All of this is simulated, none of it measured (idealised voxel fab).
Process module in this document: voxel spacer lines
We display cut, a cross-section 245 nm in width whose square cells are each 5 nm.
In what follows, cross-sections appear as grids of square cells, described through bands that run from the top down, where every band is one or more rows of cells. Heights first: top, then bottom, in nm. Then materials, left to right, each with a width in nm. "edge to edge" on a single material: fills the band edge to edge. "air": empty space. Height datum 0, below which the as-received substrate wafer is one material. Lowest band open at the bottom, running downward: "0 down". Width spec "30..40" -> top row of cells at first value, bottom row at second value, equal per-row change in between. It should be understood that the words "same as before", when stated for a given step, signify that the cross-section underwent no change in any of its cells during that step. So "Voids, sealed" is basically the list of trapped voids: any empty space of 8 cells or more that can't reach the top through an opening. They're written width x height at distance, the distance being from the left edge, and it's all nm. Whatever follows a step's settings on its line is a remark the simulator itself makes about that step. When a step includes a mask, the "overlay nm" setting on its line states how far to the right of its planned place that mask lay, and negative values state how far to the left.

Listed below are the process steps as planned:
1. op RECEIVE | material Si
2. op CONFORMAL_DEP | material Al2O3 | thk nm 5
3. op DIRECTIONAL_DEP | material W | thk nm 20
4. op DIRECTIONAL_DEP | material aC | thk nm 25
5. op PATTERN | tone cover | mask id MANDREL | material resist | width nm 25 | pitch nm 70 | thk nm 30 | overlay nm 0
6. op DIRECTIONAL_ETCH | etch materials aC | depth nm 25
7. op STRIP | etch materials resist
8. op CONFORMAL_DEP | material SiO2 | thk nm 10
9. op DIRECTIONAL_ETCH | etch materials SiO2 | depth nm 10
10. op STRIP | etch materials aC
11. op DIRECTIONAL_ETCH | etch materials W | depth nm 20
12. op STRIP | etch materials SiO2

As-received state of the wafer in cross-section, equivalent to post-step 1:
    0 down  Si edge to edge
    Voids, sealed: none

Cross-section, end of module. Start: as above. Plan: as above. Execution: one mistake:
    20 to 0  air: 65, then W: 10, then air: 25, then W: 10, then air: 25, then W: 10, then air: 25, then W: 10, then air: 65
    0 down  Si edge to edge
    Voids, sealed: none
Diagnosis: skipped: plan step 2 (never run)
